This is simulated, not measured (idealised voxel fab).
Process module in this document: voxel self aligned vias
We display cut, a cross-section 225 nm in width whose square cells are each 5 nm.
We lay out every cross-section as a grid of square cells and spell it out in bands from the top down, where one band means one or more rows of cells. A band entry consists of two parts. The first gives the height of the band's top and the height of its bottom, in nm. The rest lists the band's materials from left to right, each with its width in nm. A single material labelled with the word "all across" fills the band from edge to edge, and the word "empty" marks empty space. All heights in this document are referenced to 0, defined as the level beneath which the wafer, as received, consists entirely of one material. The lowest band is not bounded below; it extends indefinitely downward and is written in the form "0 and below". Graded width ("30..40"): value in top row of band = first number; value in bottom row = second number; row-to-row change constant. Take "no change" at face value: in the step it is given for, the cross-section changed in none of its cells. Empty spaces counting at least 8 cells and having no open way to the top are listed in "Unvented cavities". The notation width x height at distance is used for each, the distance being from the left edge and all three values in nm. after a step's settings: what the simulator itself notes on the step. "overlay nm" on a masked step: distance the mask lay right of its planned place, negative for left.

SO HERE'S THE LINEUP OF PROCESS STEPS WE PLANNED
- 1: RECEIVE (material Si)
- 2: CONFORMAL_DEP (material SiO2; thk nm 10)
- 3: CONFORMAL_DEP (material SiCN; thk nm 5)
- 4: DIRECTIONAL_DEP (material SiO2; thk nm 20)
- 5: PATTERN (tone open; mask id LINES; material resist; width nm 30; pitch nm 65; thk nm 15; overlay nm 0)
- 6: DIRECTIONAL_ETCH (etch materials SiO2; depth nm 20)
- 7: STRIP (etch materials resist)
- 8: CONFORMAL_DEP (material TiN; thk nm 5)
- 9: FILL_DEP (material Ru; thk nm 10)
- 10: CMP (height nm 35)
- 11: SELECTIVE_ETCH (etch materials W Ru TiN; depth nm 5)
- 12: FILL_DEP (material SiN; thk nm 5)
- 13: CMP (height nm 35)
- 14: DIRECTIONAL_DEP (material SiO2; thk nm 15)
- 15: PATTERN (tone open; mask id VIAS; material resist; width nm 40; pitch nm 65; thk nm 15; overlay nm 0)
- 16: DIRECTIONAL_ETCH (etch materials SiO2; depth nm 15)
- 17: DIRECTIONAL_ETCH (etch materials SiN; depth nm 5)
- 18: STRIP (etch materials resist)
- 19: CONFORMAL_DEP (material TiN; thk nm 5)
- 20: FILL_DEP (material Cu; thk nm 5)
- 21: CMP (height nm 50)
- 22: CONFORMAL_DEP (material SiCN; thk nm 5)

CROSS-SECTION OF THE WAFER UPON ARRIVAL, REPRESENTING THE STATE REACHED AFTER STEP 1
* 0 and below | Si all across
* Unvented cavities: none

SECTIONED VIEW, FIRST OF TWO WAFERS, AT THE CLOSE OF THE MODULE, PROCESSED AS INTENDED IN THE PLAN
* 55 down to 50 | SiCN all across
* 50 down to 40 | SiO2=25, then TiN=5, then Cu=30, then TiN=5, then SiO2=25, then TiN=5, then Cu=30, then TiN=5, then SiO2=25, then TiN=5, then Cu=30, then TiN=5, then SiO2=30
* 40 down to 35 | SiO2=25, then TiN=10, then Cu=20, then TiN=10, then SiO2=25, then TiN=10, then Cu=20, then TiN=10, then SiO2=25, then TiN=10, then Cu=20, then TiN=10, then SiO2=30
* 35 down to 30 | SiO2=30, then TiN=30, then SiO2=35, then TiN=30, then SiO2=35, then TiN=30, then SiO2=35
* 30 down to 20 | SiO2=30, then TiN=5, then Ru=20, then TiN=5, then SiO2=35, then TiN=5, then Ru=20, then TiN=5, then SiO2=35, then TiN=5, then Ru=20, then TiN=5, then SiO2=35
* 20 down to 15 | SiO2=30, then TiN=30, then SiO2=35, then TiN=30, then SiO2=35, then TiN=30, then SiO2=35
* 15 down to 10 | SiCN all across
* 10 down to 0 | SiO2 all across
* 0 and below | Si all across
* Unvented cavities: none

SO THIS IS WAFER NUMBER TWO OF THE TWO, CUT AT THE END OF THE MODULE - IT STARTED WHERE THE FIRST DID AND HAD THE SAME PLAN, WE JUST GOT ONE THING WRONG RUNNING IT
* 55 down to 50 | SiCN all across
* 50 down to 35 | SiO2=25, then TiN=5, then Cu=30, then TiN=5, then SiO2=25, then TiN=5, then Cu=30, then TiN=5, then SiO2=25, then TiN=5, then Cu=30, then TiN=5, then SiO2=30
* 35 down to 30 | SiO2=25, then TiN=40, then SiO2=25, then TiN=40, then SiO2=25, then TiN=40, then SiO2=30
* 30 down to 20 | SiO2=25, then TiN=10, then Ru=20, then TiN=10, then SiO2=25, then TiN=10, then Ru=20, then TiN=10, then SiO2=25, then TiN=10, then Ru=20, then TiN=10, then SiO2=30
* 20 down to 15 | SiO2=30, then TiN=30, then SiO2=35, then TiN=30, then SiO2=35, then TiN=30, then SiO2=35
* 15 down to 10 | SiCN all across
* 10 down to 0 | SiO2 all across
* 0 and below | Si all across
* Unvented cavities: none
Plan not followed: execution of plan step 16 occurred twice
Heads up, by the end the second wafer has more or fewer cells of some materials compared to the first: 6 more of Cu | 18 fewer of SiO2 | 12 more of TiN
